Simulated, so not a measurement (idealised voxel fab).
process module | voxel gate over fins
cross-section cut | 145 nm wide | cells 5 nm
A cross-section is a grid of square cells, given in bands from the top down. A band is one or more rows of cells.
Each band's line starts with the height of the band's top and of its bottom, in nm. Then come its materials from left to right, each with its width in nm. One material with "throughout" fills the band from edge to edge. "air" is empty space.
Height 0 is the level under which the wafer as received is all one material. The lowest band goes on downwards, as in "0 down".
A width such as "30 to 40" changes by the same amount from each row of cells to the next, from the band's top row to its bottom row.
"no change" after a step means that no cell of the cross-section changed.
closed voids: empty space of 8 cells or more with no open way to the top, each as width x height at its distance from the left edge, in nm
after a step's settings: what the simulator itself notes on the step
overlay nm, on a step with a mask: how far to the right of its planned place the mask lay; to the left if negative
plan
1 op RECEIVE | material Si
2 op CONFORMAL_DEP | material SiN | thk nm 10
3 op PATTERN | tone cover | mask id FINS | material resist | width nm 15 | pitch nm 35 | thk nm 15 | overlay nm 0
4 op DIRECTIONAL_ETCH | etch materials SiN | depth nm 10
5 op DIRECTIONAL_ETCH | etch materials Si | depth nm 40
6 op STRIP | etch materials resist
7 op FILL_DEP | material SiO2 | thk nm 5
8 op CMP | height nm 10
9 op SELECTIVE_ETCH | etch materials SiO2 | depth nm 25
10 op STRIP | etch materials SiN
11 op CONFORMAL_DEP | material HfO2 | thk nm 5
12 op CONFORMAL_DEP | material TiN | thk nm 5
13 op CONFORMAL_DEP | material TiAl | thk nm 5
14 op CONFORMAL_DEP | material TiN | thk nm 5
15 op FILL_DEP | material W | thk nm 10
16 op CMP | height nm 25
17 op CONFORMAL_DEP | material SiCN | thk nm 5
as received, after step 1
  0 down: Si throughout
  closed voids: none
first wafer at the end, as planned
  30 to 25: SiCN throughout
  25 to 20: W throughout
  20 to 15: W 25 | TiN 90 | W 30
  15 to 10: W 25 | TiN 5 | TiAl 80 | TiN 5 | W 30
  10 to 5: W 25 | TiN 5 | TiAl 5 | TiN 70 | TiAl 5 | TiN 5 | W 30
  5 to 0: TiN 30 | TiAl 5 | TiN 5 | HfO2 25 | TiN 10 | HfO2 25 | TiN 5 | TiAl 5 | TiN 35
  0 to -5: TiAl 35 | TiN 5 | HfO2 5 | Si 15 | HfO2 5 | TiN 10 | HfO2 5 | Si 15 | HfO2 5 | TiN 5 | TiAl 40
  -5 to -10: TiN 40 | HfO2 5 | Si 15 | HfO2 5 | TiN 10 | HfO2 5 | Si 15 | HfO2 5 | TiN 45
  -10 to -15: HfO2 45 | Si 15 | HfO2 20 | Si 15 | HfO2 50
  -15 to -40: SiO2 45 | Si 15 | SiO2 20 | Si 15 | SiO2 50
  -40 down: Si throughout
  closed voids: none
second wafer at the end: like start, like plan, one mistake
  30 to 25: SiCN throughout
  25 to 20: W throughout
  20 to 15: W 25 | TiN 90 | W 30
  15 to 10: W 25 | TiN 5 | TiAl 80 | TiN 5 | W 30
  10 to 5: W 25 | TiN 5 | TiAl 5 | TiN 70 | TiAl 5 | TiN 5 | W 30
  5 to 0: TiN 30 | TiAl 5 | TiN 5 | HfO2 25 | TiN 10 | HfO2 25 | TiN 5 | TiAl 5 | TiN 35
  0 to -5: TiAl 35 | TiN 5 | HfO2 5 | Si 15 | HfO2 5 | TiN 10 | HfO2 5 | Si 15 | HfO2 5 | TiN 5 | TiAl 40
  -5 to -10: TiN 30 | TiAl 5 | TiN 5 | HfO2 5 | Si 15 | HfO2 5 | TiN 10 | HfO2 5 | Si 15 | HfO2 5 | TiN 5 | TiAl 5 | TiN 35
  -10 to -15: HfO2 25 | TiN 5 | TiAl 5 | TiN 5 | HfO2 5 | Si 15 | HfO2 5 | TiN 10 | HfO2 5 | Si 15 | HfO2 5 | TiN 5 | TiAl 5 | TiN 5 | HfO2 30
  -15 to -20: SiO2 20 | HfO2 5 | TiN 15 | HfO2 5 | Si 15 | HfO2 5 | TiN 10 | HfO2 5 | Si 15 | HfO2 5 | TiN 15 | HfO2 5 | SiO2 25
  -20 to -25: SiO2 20 | HfO2 25 | Si 15 | HfO2 20 | Si 15 | HfO2 25 | SiO2 25
  -25 to -40: SiO2 45 | Si 15 | SiO2 20 | Si 15 | SiO2 50
  -40 down: Si throughout
  closed voids: none
what went wrong: steps 9 and 10 were swapped
at the end the second wafer has, in cells: 12 more of HfO2 | 28 fewer of SiO2 | 4 more of TiAl | 12 more of TiN
